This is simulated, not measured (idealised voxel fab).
process module | voxel fin reveal
cross-section cut | 290 nm wide | cells 5 nm
A cross-section is a grid of square cells, given in bands from the top down. A band is one or more rows of cells.
Each band's line starts with the height of the band's top and of its bottom, in nm. Then come its materials from left to right, each with its width in nm. One material with "throughout" fills the band from edge to edge. "air" is empty space.
Height 0 is the level under which the wafer as received is all one material. The lowest band goes on downwards, as in "0 down".
A width such as "30 to 40" changes by the same amount from each row of cells to the next, from the band's top row to its bottom row.
"no change" after a step means that no cell of the cross-section changed.
closed voids: empty space of 8 cells or more with no open way to the top, each as width x height at its distance from the left edge, in nm
after a step's settings: what the simulator itself notes on the step
overlay nm, on a step with a mask: how far to the right of its planned place the mask lay; to the left if negative
plan
1 op RECEIVE | material Si
2 op CONFORMAL_DEP | material SiN | thk nm 5
3 op MASKED_ETCH | tone cover | mask id FINS | width nm 15 | pitch nm 45 | etch materials SiN | depth nm 5 | overlay nm 0
4 op MASKED_ETCH | tone cover | mask id FINS | width nm 15 | pitch nm 45 | etch materials Si | depth nm 40 | overlay nm 0
5 op FILL_DEP | material SiO2 | thk nm 10
6 op CMP | height nm 5
7 op SELECTIVE_ETCH | etch materials SiO2 | depth nm 20
8 op STRIP | etch materials SiN
9 op CONFORMAL_DEP | material HfO2 | thk nm 5
as received, after step 1
  0 down: Si throughout
  closed voids: none
first wafer at the end, as planned
  5 to 0: air 65 | HfO2 25 | air 20 | HfO2 25 | air 20 | HfO2 25 | air 20 | HfO2 25 | air 65
  0 to -10: air 65 | HfO2 5 | Si 15 | HfO2 5 | air 20 | HfO2 5 | Si 15 | HfO2 5 | air 20 | HfO2 5 | Si 15 | HfO2 5 | air 20 | HfO2 5 | Si 15 | HfO2 5 | air 65
  -10 to -15: HfO2 70 | Si 15 | HfO2 30 | Si 15 | HfO2 30 | Si 15 | HfO2 30 | Si 15 | HfO2 70
  -15 to -40: SiO2 70 | Si 15 | SiO2 30 | Si 15 | SiO2 30 | Si 15 | SiO2 30 | Si 15 | SiO2 70
  -40 down: Si throughout
  closed voids: none
second wafer at the end: like start, like plan, one mistake
  0 to -15: air 70 | Si 15 | air 30 | Si 15 | air 30 | Si 15 | air 30 | Si 15 | air 70
  -15 to -40: SiO2 70 | Si 15 | SiO2 30 | Si 15 | SiO2 30 | Si 15 | SiO2 30 | Si 15 | SiO2 70
  -40 down: Si throughout
  closed voids: none
what went wrong: step 9 was left out
at the end the second wafer has, in cells: 82 fewer of HfO2
